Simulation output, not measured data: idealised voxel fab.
process module | voxel fin reveal
cross-section cut | 275 nm wide | cells 5 nm
A cross-section is a grid of square cells, given in bands from the top down. A band is one or more rows of cells.
Each band's line starts with the height of the band's top and of its bottom, in nm. Then come its materials from left to right, each with its width in nm. One material with "throughout" fills the band from edge to edge. "air" is empty space.
Height 0 is the level under which the wafer as received is all one material. The lowest band goes on downwards, as in "0 down".
A width such as "30 to 40" changes by the same amount from each row of cells to the next, from the band's top row to its bottom row.
"no change" after a step means that no cell of the cross-section changed.
closed voids: empty space of 8 cells or more with no open way to the top, each as width x height at its distance from the left edge, in nm
after a step's settings: what the simulator itself notes on the step
overlay nm, on a step with a mask: how far to the right of its planned place the mask lay; to the left if negative
plan
1 op RECEIVE | material Si
2 op CONFORMAL_DEP | material SiN | thk nm 5
3 op MASKED_ETCH | tone cover | mask id FINS | width nm 15 | pitch nm 35 | etch materials SiN | depth nm 5 | overlay nm 0
4 op MASKED_ETCH | tone cover | mask id FINS | width nm 15 | pitch nm 35 | etch materials Si | depth nm 40 | overlay nm 0
5 op OXIDIZE | depth nm 5
6 op FILL_DEP | material SiO2 | thk nm 15
7 op CMP | height nm 5
8 op SELECTIVE_ETCH | etch materials SiO2 | depth nm 20
9 op STRIP | etch materials SiN
as received, after step 1
  0 down: Si throughout
  closed voids: none
a wafer at the end: this start, this plan, one mistake
  0 to -15: air 80 | Si 5 | air 30 | Si 5 | air 30 | Si 5 | air 30 | Si 5 | air 85
  -15 to -20: SiO2 55 | air 25 | Si 5 | air 30 | Si 5 | air 30 | Si 5 | air 30 | Si 5 | air 25 | SiO2 60
  -20 to -45: SiO2 80 | Si 5 | SiO2 30 | Si 5 | SiO2 30 | Si 5 | SiO2 30 | Si 5 | SiO2 85
  -45 down: Si throughout
  closed voids: none
what went wrong: steps 8 and 9 were swapped
